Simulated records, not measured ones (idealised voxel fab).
process module | voxel released beams
cross-section cut | 165 nm wide | cells 5 nm
A cross-section is a grid of square cells, given in bands from the top down. A band is one or more rows of cells.
Each band's line starts with the height of the band's top and of its bottom, in nm. Then come its materials from left to right, each with its width in nm. One material with "throughout" fills the band from edge to edge. "air" is empty space.
Height 0 is the level under which the wafer as received is all one material. The lowest band goes on downwards, as in "0 down".
A width such as "30 to 40" changes by the same amount from each row of cells to the next, from the band's top row to its bottom row.
"no change" after a step means that no cell of the cross-section changed.
closed voids: empty space of 8 cells or more with no open way to the top, each as width x height at its distance from the left edge, in nm
after a step's settings: what the simulator itself notes on the step
overlay nm, on a step with a mask: how far to the right of its planned place the mask lay; to the left if negative
plan
1 op RECEIVE | material Si
2 op CONFORMAL_DEP | material SiN | thk nm 10
3 op DIRECTIONAL_DEP | material SiO2 | thk nm 15
4 op PATTERN | tone open | mask id ANCHOR | material resist | width nm 40 | thk nm 15 | overlay nm 0
5 op DIRECTIONAL_ETCH | etch materials SiO2 | depth nm 15
6 op STRIP | etch materials resist
7 op CONFORMAL_DEP | material W | thk nm 15
8 op DIRECTIONAL_DEP | material aC | thk nm 10
9 op PATTERN | tone cover | mask id BEAM | material resist | width nm 110 | thk nm 30 | overlay nm 0
10 op DIRECTIONAL_ETCH | etch materials aC | depth nm 10
11 op STRIP | etch materials resist
12 op DIRECTIONAL_ETCH | etch materials W | depth nm 15
13 op STRIP | etch materials aC
14 op STRIP | etch materials SiO2
as received, after step 1
  0 down: Si throughout
  closed voids: none
a wafer at the end: this start, this plan, one mistake
  40 to 25: air 25 | W 15 | air 10 | W 85 | air 30
  25 to 10: air 25 | W 40 | air 100
  10 to 0: SiN throughout
  0 down: Si throughout
  closed voids: none
what went wrong: step 4 ran as: op PATTERN | tone open | mask id ANCHOR | material resist | width nm 40 | thk nm 15 | overlay nm -5
